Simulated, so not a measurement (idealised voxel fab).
Documented hereafter: the process module known as voxel double patterning.
It is cross-section cut that appears here, measuring 295 nm in width, its square cells being 5 nm in size.
We lay out every cross-section as a grid of square cells and spell it out in bands from the top down, where one band means one or more rows of cells.
Each band's line starts with the height of the band's top and of its bottom, in nm. Then come its materials from left to right, each with its width in nm. One material with "throughout" fills the band from edge to edge. "blank" is empty space.
Heights from 0 (as-received wafer is one material below). Bottom band endless downward, as "0..down".
Note: "30..40" means the width goes from the first number (top row of the band) to the second number (bottom row) in equal steps per row of cells.
Any step labelled "nothing got changed" changed none of the cells in the cross-section.
Any empty space of 8 cells or more lacking an open way to the top shows up in "Cavities, closed" as width x height at distance, distance from the left edge, in nm.
Step line, after settings: the simulator's comment on this step.
The line of a step may include "overlay nm". On a step with a mask, this value is how far to the right of its planned place the mask lay. A negative value means the mask lay to the left.

THE PLANNED PROCESS STEPS ARE ENUMERATED HEREUNDER
step 1: RECEIVE, material Si
step 2: CONFORMAL_DEP, material SiO2, thk nm 5
step 3: DIRECTIONAL_DEP, material W, thk nm 10
step 4: DIRECTIONAL_DEP, material SiCN, thk nm 10
step 5: DIRECTIONAL_DEP, material aC, thk nm 15
step 6: PATTERN, tone open, mask id FIRST, material resist, width nm 15, pitch nm 50, thk nm 35, overlay nm 0
step 7: DIRECTIONAL_ETCH, etch materials aC, depth nm 15
step 8: STRIP, etch materials resist
step 9: DIRECTIONAL_ETCH, etch materials SiCN, depth nm 10
step 10: STRIP, etch materials aC
step 11: MASKED_ETCH, tone open, mask id SECOND, width nm 15, etch materials SiCN, depth nm 10, overlay nm 0
step 12: DIRECTIONAL_ETCH, etch materials W, depth nm 10
step 13: STRIP, etch materials SiCN

THIS IS THE CROSS-SECTION OF THE WAFER AS WE RECEIVED IT, I.E. AFTER STEP 1
  0..down | Si throughout
  Cavities, closed: none

WAFER CROSS-SECTION AT MODULE END: FIRST OF TWO, RUN TO PLAN
  15..5 | 115 of W | 15 of blank | 10 of W | 15 of blank | 10 of W | 15 of blank | 115 of W
  5..0 | SiO2 throughout
  0..down | Si throughout
  Cavities, closed: none

MODULE END: CROSS-SECTION OF WAFER TWO OF TWO. SAME START AND PROCESS PLAN AS THE FIRST WAFER. ONE MISTAKE DURING EXECUTION
  15..5 | 115 of blank | 15 of W | 35 of blank | 15 of W | 115 of blank
  5..0 | SiO2 throughout
  0..down | Si throughout
  Cavities, closed: none
Heads up, the wafer didn't run the way we planned it: step 6 was run on a setting that differed from the plan, and what really ran there is PATTERN, tone cover, mask id FIRST, material resist, width nm 15, pitch nm 50, thk nm 35, overlay nm 0
The final cell counts differ between the wafers, with the second having more or fewer of some materials than the first: 88 fewer of W
